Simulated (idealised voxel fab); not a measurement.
process module | voxel ribs on slabs
cross-section cut | 150 nm wide | cells 5 nm
A cross-section is a grid of square cells, given in bands from the top down. A band is one or more rows of cells.
Each band's line starts with the height of the band's top and of its bottom, in nm. Then come its materials from left to right, each with its width in nm. One material with "throughout" fills the band from edge to edge. "air" is empty space.
Height 0 is the level under which the wafer as received is all one material. The lowest band goes on downwards, as in "0 down".
A width such as "30 to 40" changes by the same amount from each row of cells to the next, from the band's top row to its bottom row.
"no change" after a step means that no cell of the cross-section changed.
closed voids: empty space of 8 cells or more with no open way to the top, each as width x height at its distance from the left edge, in nm
after a step's settings: what the simulator itself notes on the step
overlay nm, on a step with a mask: how far to the right of its planned place the mask lay; to the left if negative
plan
1 op RECEIVE | material Si
2 op DIRECTIONAL_DEP | material SiO2 | thk nm 30
3 op DIRECTIONAL_DEP | material SiN | thk nm 15
4 op MASKED_ETCH | tone cover | mask id RIB | width nm 30 | etch materials SiN | depth nm 5 | overlay nm 0
5 op PATTERN | tone cover | mask id SLAB | material resist | width nm 60 | thk nm 20 | overlay nm 0
6 op DIRECTIONAL_ETCH | etch materials SiN | depth nm 10
7 op STRIP | etch materials resist
8 op FILL_DEP | material SiO2 | thk nm 20
9 op CMP | height nm 55
10 op DIRECTIONAL_DEP | material TiN | thk nm 10
11 op MASKED_ETCH | tone cover | mask id HEATER | width nm 40 | etch materials TiN | depth nm 10 | overlay nm 0
12 op CONFORMAL_DEP | material SiO2 | thk nm 5
first wafer, as planned
as received, after step 1
  0 down: Si throughout
  closed voids: none
after step 2
  30 to 0: SiO2 throughout
  below 0: unchanged
after step 3
  45 to 30: SiN throughout
  below 30: unchanged
after step 4
  45 to 40: air 60 | SiN 30 | air 60
  below 40: unchanged
after step 5
  65 to 45: air 45 | resist 60 | air 45
  45 to 40: air 45 | resist 15 | SiN 30 | resist 15 | air 45
  below 40: unchanged
after step 6
  65 to 45: air 45 | resist 60 | air 45
  45 to 40: air 45 | resist 15 | SiN 30 | resist 15 | air 45
  40 to 30: air 45 | SiN 60 | air 45
  below 30: unchanged
after step 7
  45 to 40: air 60 | SiN 30 | air 60
  below 40: unchanged
after step 8
  65 to 45: SiO2 throughout
  45 to 40: SiO2 60 | SiN 30 | SiO2 60
  40 to 30: SiO2 45 | SiN 60 | SiO2 45
  below 30: unchanged
after step 9
  55 to 45: SiO2 throughout
  below 45: unchanged
after step 10
  65 to 55: TiN throughout
  below 55: unchanged
after step 11
  65 to 55: air 55 | TiN 40 | air 55
  below 55: unchanged
after step 12
  70 to 65: air 50 | SiO2 50 | air 50
  65 to 60: air 50 | SiO2 5 | TiN 40 | SiO2 5 | air 50
  60 to 55: SiO2 55 | TiN 40 | SiO2 55
  below 55: unchanged
second wafer: like start, like plan, one mistake. Through step 1 it matches the first wafer
when step 2 should have ended
  15 to 0: SiN throughout
  below 0: unchanged
when step 3 should have ended
  45 to 15: SiO2 throughout
  below 15: unchanged
when step 4 should have ended: no change
when step 5 should have ended
  65 to 45: air 45 | resist 60 | air 45
  below 45: unchanged
when step 6 should have ended: no change
when step 7 should have ended
  45 to 15: SiO2 throughout
  below 15: unchanged
when step 8 should have ended
  65 to 15: SiO2 throughout
  below 15: unchanged
when step 9 should have ended
  55 to 15: SiO2 throughout
  below 15: unchanged
when step 10 should have ended
  65 to 55: TiN throughout
  below 55: unchanged
when step 11 should have ended
  65 to 55: air 55 | TiN 40 | air 55
  below 55: unchanged
when step 12 should have ended
  70 to 65: air 50 | SiO2 50 | air 50
  65 to 60: air 50 | SiO2 5 | TiN 40 | SiO2 5 | air 50
  60 to 55: SiO2 55 | TiN 40 | SiO2 55
  below 55: unchanged
what went wrong: steps 2 and 3 were swapped
at the end the second wafer has, in cells: 60 more of SiN | 60 fewer of SiO2
